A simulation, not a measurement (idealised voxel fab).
Process module name: voxel air gaps
In the cross-section labelled cut, the width is 245 nm and each square cell is 5 nm.
Square cells in a grid make up a cross-section in this document, and the grid is given as bands, listed from the top down, each one or more rows of cells.
Look at the band entry: it leads with the top's height and the bottom's height in nm. Then it lists the materials left to right, with a width in nm for each. The word "everywhere" on a single material says that material fills the band edge to edge. The word "blank" is empty space.
Heights from 0 (as-received wafer is one material below). Bottom band endless downward, as "from 0 down".
Width "30..40": first value at the band's top row of cells, second value at its bottom row, equal change from row to row.
Key: "nothing got changed" - step with no changed cell in the cross-section.
You'll see "Closed void inventory" listing empty spaces that have no way open to the top, as long as they're 8 cells or more; the notation is width x height at distance, where the distance is from the left edge, and all of it is in nm.
Text after the settings on a step's line: the simulator's own remark on that step.
overlay nm: how far to the right of its planned place the mask lay on this masked step (negative: to the left).
## Intended process steps
- 1: RECEIVE (material Si)
- 2: CONFORMAL_DEP (material SiO2; thk nm 10)
- 3: CONFORMAL_DEP (material SiN; thk nm 5)
- 4: DIRECTIONAL_DEP (material lowk; thk nm 35)
- 5: DIRECTIONAL_DEP (material aC; thk nm 10)
- 6: PATTERN (tone open; mask id LINES; material resist; width nm 15; pitch nm 50; thk nm 25; overlay nm 0)
- 7: DIRECTIONAL_ETCH (etch materials aC; depth nm 10)
- 8: STRIP (etch materials resist)
- 9: DIRECTIONAL_ETCH (etch materials lowk; depth nm 35)
- 10: STRIP (etch materials aC)
- 11: CONFORMAL_DEP (material TiN; thk nm 5)
- 12: FILL_DEP (material Ru; thk nm 5)
- 13: CMP (height nm 50)
- 14: EPI (material Ru; thk nm 10)
- 15: SELECTIVE_ETCH (etch materials lowk; depth nm 45)
- 16: CONFORMAL_DEP (material SiCN; thk nm 5)
Don't read the plan's width nm for step 6 as applying to every wafer: that's the first wafer's value, and the wafers differ in it, though they all start identical.
## First of several wafers, received after step 1, in cross-section
	from 0 down = Si everywhere
	Closed void inventory: none
## Basically each wafer gets a line in the table, showing it at the end of the module: material by material, the cells it gained (+) or lost (-) since we got it, then its closed voids
width nm 15; +60 Ru; +127 SiCN; +49 SiN; +98 SiO2; +45 TiN; Closed void inventory: none
width nm 20; +84 Ru; +127 SiCN; +49 SiN; +98 SiO2; +48 TiN; Closed void inventory: 20 x 25 at 85; 20 x 25 at 135
width nm 25; +108 Ru; +119 SiCN; +49 SiN; +98 SiO2; +51 TiN; Closed void inventory: 15 x 25 at 90; 15 x 25 at 140
width nm 30; +132 Ru; +75 SiCN; +49 SiN; +98 SiO2; +54 TiN; +56 lowk; Closed void inventory: none
width nm 35; +152 Ru; +75 SiCN; +49 SiN; +98 SiO2; +57 TiN; +42 lowk; Closed void inventory: none
